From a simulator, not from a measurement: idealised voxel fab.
process module | voxel transistor to metal
cross-section cut | 170 nm wide | cells 5 nm
A cross-section is a grid of square cells, given in bands from the top down. A band is one or more rows of cells.
Each band's line starts with the height of the band's top and of its bottom, in nm. Then come its materials from left to right, each with its width in nm. One material with "throughout" fills the band from edge to edge. "air" is empty space.
Height 0 is the level under which the wafer as received is all one material. The lowest band goes on downwards, as in "0 down".
A width such as "30 to 40" changes by the same amount from each row of cells to the next, from the band's top row to its bottom row.
"no change" after a step means that no cell of the cross-section changed.
closed voids: empty space of 8 cells or more with no open way to the top, each as width x height at its distance from the left edge, in nm
after a step's settings: what the simulator itself notes on the step
overlay nm, on a step with a mask: how far to the right of its planned place the mask lay; to the left if negative
plan
1 op RECEIVE | material Si
2 op CONFORMAL_DEP | material SiO2 | thk nm 5
3 op CONFORMAL_DEP | material SiN | thk nm 15
4 op DIRECTIONAL_DEP | material aC | thk nm 15
5 op PATTERN | tone cover | mask id ACTIVE | material resist | width nm 125 | thk nm 30 | overlay nm 0
6 op DIRECTIONAL_ETCH | etch materials aC | depth nm 15
7 op STRIP | etch materials resist
8 op DIRECTIONAL_ETCH | etch materials SiN | depth nm 15
9 op DIRECTIONAL_ETCH | etch materials SiO2 | depth nm 5
10 op DIRECTIONAL_ETCH | etch materials Si | depth nm 30
11 op STRIP | etch materials aC
12 op FILL_DEP | material SiO2 | thk nm 5
13 op CMP | height nm 20
14 op SELECTIVE_ETCH | etch materials SiO2 | depth nm 10
15 op STRIP | etch materials SiN
16 op SELECTIVE_ETCH | etch materials SiO2 | depth nm 5
17 op OXIDIZE | depth nm 5
18 op DIRECTIONAL_DEP | material polySi | thk nm 30
19 op DIRECTIONAL_DEP | material SiCN | thk nm 10
20 op PATTERN | tone cover | mask id GATE | material resist | width nm 25 | thk nm 20 | overlay nm 0
21 op DIRECTIONAL_ETCH | etch materials SiCN | depth nm 20
22 op DIRECTIONAL_ETCH | etch materials polySi | depth nm 40
23 op STRIP | etch materials resist
24 op CONFORMAL_DEP | material SiO2 | thk nm 5
25 op DIRECTIONAL_ETCH | etch materials SiO2 | depth nm 5
26 op CONFORMAL_DEP | material SiN | thk nm 5
27 op DIRECTIONAL_ETCH | etch materials SiN | depth nm 5
28 op DIRECTIONAL_ETCH | etch materials SiO2 | depth nm 5
29 op DIRECTIONAL_ETCH | etch materials Si | depth nm 15
30 op EPI | material SiGe | thk nm 20
31 op FILL_DEP | material SiO2 | thk nm 5
32 op CMP | height nm 30
33 op STRIP | etch materials polySi
34 op SELECTIVE_ETCH | etch materials SiO2 | depth nm 5
35 op CONFORMAL_DEP | material HfO2 | thk nm 5
36 op CONFORMAL_DEP | material TiN | thk nm 5
37 op FILL_DEP | material W | thk nm 5
38 op CMP | height nm 25
39 op DIRECTIONAL_DEP | material SiO2 | thk nm 10
40 op PATTERN | tone open | mask id CONTACT | material resist | width nm 20 | pitch nm 85 | thk nm 20 | overlay nm 0
41 op DIRECTIONAL_ETCH | etch materials SiO2 | depth nm 20
42 op STRIP | etch materials resist
43 op CONFORMAL_DEP | material TiN | thk nm 5
44 op FILL_DEP | material W | thk nm 10
45 op CMP | height nm 35
46 op CONFORMAL_DEP | material SiCN | thk nm 5
47 op DIRECTIONAL_DEP | material lowk | thk nm 15
48 op DIRECTIONAL_DEP | material aC | thk nm 10
49 op PATTERN | tone open | mask id METAL_1 | material resist | width nm 15 | pitch nm 85 | thk nm 30 | overlay nm 0
50 op DIRECTIONAL_ETCH | etch materials aC | depth nm 10
51 op STRIP | etch materials resist
52 op DIRECTIONAL_ETCH | etch materials lowk | depth nm 15
53 op DIRECTIONAL_ETCH | etch materials SiCN | depth nm 5
54 op STRIP | etch materials aC
55 op CONFORMAL_DEP | material TiN | thk nm 5
56 op FILL_DEP | material Cu | thk nm 5
57 op CMP | height nm 55
58 op EPI | material Ru | thk nm 5
59 op FILL_DEP | material SiCN | thk nm 5
60 op DIRECTIONAL_DEP | material SiO2 | thk nm 25
61 op DIRECTIONAL_DEP | material aC | thk nm 10
62 op PATTERN | tone open | mask id METAL_2_HOLES | material resist | width nm 15 | pitch nm 85 | thk nm 30 | overlay nm 0
63 op DIRECTIONAL_ETCH | etch materials aC | depth nm 10
64 op STRIP | etch materials resist
65 op DIRECTIONAL_ETCH | etch materials SiO2 | depth nm 25
66 op STRIP | etch materials aC
67 op PATTERN | tone open | mask id METAL_2 | material resist | width nm 20 | pitch nm 85 | thk nm 15 | overlay nm 0
68 op DIRECTIONAL_ETCH | etch materials SiO2 | depth nm 15
69 op DIRECTIONAL_ETCH | etch materials SiCN | depth nm 5
70 op STRIP | etch materials resist
71 op CONFORMAL_DEP | material TiN | thk nm 5
72 op FILL_DEP | material Cu | thk nm 10
73 op CMP | height nm 90
74 op CONFORMAL_DEP | material SiN | thk nm 5
varied across the wafers: width nm of step 49. The plan shows the first wafer's value. All wafers start alike
first wafer as received, after step 1
  0 down: Si throughout
  closed voids: none
first wafer at the end, after step 74
  95 to 90: SiN throughout
  90 to 80: SiO2 30 | TiN 5 | Cu 10 | TiN 5 | SiO2 65 | TiN 5 | Cu 10 | TiN 5 | SiO2 35
  80 to 75: SiO2 30 | TiN 5 | Cu 5 | TiN 10 | SiO2 65 | TiN 5 | Cu 5 | TiN 10 | SiO2 35
  75 to 65: SiO2 30 | TiN 5 | Cu 5 | TiN 5 | SiO2 70 | TiN 5 | Cu 5 | TiN 5 | SiO2 40
  65 to 60: SiCN 30 | TiN 15 | SiCN 70 | TiN 15 | SiCN 40
  60 to 55: SiCN 30 | Ru 25 | SiCN 60 | Ru 25 | SiCN 30
  55 to 40: lowk 35 | TiN 5 | Cu 5 | TiN 5 | lowk 70 | TiN 5 | Cu 5 | TiN 5 | lowk 35
  40 to 35: SiCN 35 | TiN 15 | SiCN 70 | TiN 15 | SiCN 35
  35 to 25: SiO2 30 | TiN 5 | W 10 | TiN 5 | SiO2 65 | TiN 5 | W 10 | TiN 5 | SiO2 35
  25 to 20: SiO2 30 | TiN 5 | W 10 | TiN 5 | SiO2 10 | SiN 5 | HfO2 5 | TiN 5 | W 15 | TiN 5 | HfO2 5 | SiN 5 | SiO2 10 | TiN 5 | W 10 | TiN 5 | SiO2 35
  20 to 15: SiO2 30 | TiN 20 | SiO2 10 | SiN 5 | HfO2 5 | TiN 5 | W 15 | TiN 5 | HfO2 5 | SiN 5 | SiO2 10 | TiN 20 | SiO2 35
  15 to 5: SiO2 15 | SiGe 45 | SiN 5 | HfO2 5 | TiN 5 | W 15 | TiN 5 | HfO2 5 | SiN 5 | SiGe 45 | SiO2 20
  5 to 0: SiO2 15 | SiGe 5 | SiN 5 | SiGe 35 | SiN 5 | HfO2 5 | TiN 25 | HfO2 5 | SiN 5 | SiGe 35 | SiN 5 | SiGe 5 | SiO2 20
  0 to -5: SiO2 25 | SiGe 35 | SiO2 5 | HfO2 35 | SiO2 5 | SiGe 35 | SiO2 30
  -5 to -20: SiO2 20 | Si 5 | SiGe 35 | Si 45 | SiGe 35 | Si 5 | SiO2 25
  -20 to -30: SiO2 20 | Si 125 | SiO2 25
  -30 down: Si throughout
  closed voids: none
last wafer at the end
  95 to 90: SiN throughout
  90 to 80: SiO2 30 | TiN 5 | Cu 10 | TiN 5 | SiO2 65 | TiN 5 | Cu 10 | TiN 5 | SiO2 35
  80 to 75: SiO2 30 | TiN 5 | Cu 5 | TiN 10 | SiO2 65 | TiN 5 | Cu 5 | TiN 10 | SiO2 35
  75 to 65: SiO2 30 | TiN 5 | Cu 5 | TiN 5 | SiO2 70 | TiN 5 | Cu 5 | TiN 5 | SiO2 40
  65 to 60: SiCN 30 | TiN 15 | SiCN 70 | TiN 15 | SiCN 40
  60 to 55: SiCN 20 | Ru 45 | SiCN 40 | Ru 45 | SiCN 20
  55 to 40: lowk 25 | TiN 5 | Cu 25 | TiN 5 | lowk 50 | TiN 5 | Cu 25 | TiN 5 | lowk 25
  40 to 35: SiCN 25 | TiN 35 | SiCN 50 | TiN 35 | SiCN 25
  35 to 25: SiO2 30 | TiN 5 | W 10 | TiN 5 | SiO2 65 | TiN 5 | W 10 | TiN 5 | SiO2 35
  25 to 20: SiO2 30 | TiN 5 | W 10 | TiN 5 | SiO2 10 | SiN 5 | HfO2 5 | TiN 5 | W 15 | TiN 5 | HfO2 5 | SiN 5 | SiO2 10 | TiN 5 | W 10 | TiN 5 | SiO2 35
  20 to 15: SiO2 30 | TiN 20 | SiO2 10 | SiN 5 | HfO2 5 | TiN 5 | W 15 | TiN 5 | HfO2 5 | SiN 5 | SiO2 10 | TiN 20 | SiO2 35
  15 to 5: SiO2 15 | SiGe 45 | SiN 5 | HfO2 5 | TiN 5 | W 15 | TiN 5 | HfO2 5 | SiN 5 | SiGe 45 | SiO2 20
  5 to 0: SiO2 15 | SiGe 5 | SiN 5 | SiGe 35 | SiN 5 | HfO2 5 | TiN 25 | HfO2 5 | SiN 5 | SiGe 35 | SiN 5 | SiGe 5 | SiO2 20
  0 to -5: SiO2 25 | SiGe 35 | SiO2 5 | HfO2 35 | SiO2 5 | SiGe 35 | SiO2 30
  -5 to -20: SiO2 20 | Si 5 | SiGe 35 | Si 45 | SiGe 35 | Si 5 | SiO2 25
  -20 to -30: SiO2 20 | Si 125 | SiO2 25
  -30 down: Si throughout
  closed voids: none
each wafer at the end: cells of each material gained (+) or lost (-) since it was received, then its closed voids
width nm 15 | +20 Cu | +17 HfO2 | +10 Ru | -121 Si | +80 SiCN | +108 SiGe | +46 SiN | +299 SiO2 | +79 TiN | +24 W | +84 lowk | closed voids: none
width nm 20 | +26 Cu | +17 HfO2 | +12 Ru | -121 Si | +76 SiCN | +108 SiGe | +46 SiN | +299 SiO2 | +81 TiN | +24 W | +78 lowk | closed voids: none
width nm 25 | +32 Cu | +17 HfO2 | +14 Ru | -121 Si | +72 SiCN | +108 SiGe | +46 SiN | +299 SiO2 | +83 TiN | +24 W | +72 lowk | closed voids: none
width nm 30 | +38 Cu | +17 HfO2 | +16 Ru | -121 Si | +68 SiCN | +108 SiGe | +46 SiN | +299 SiO2 | +85 TiN | +24 W | +66 lowk | closed voids: none
width nm 35 | +44 Cu | +17 HfO2 | +18 Ru | -121 Si | +64 SiCN | +108 SiGe | +46 SiN | +299 SiO2 | +87 TiN | +24 W | +60 lowk | closed voids: none
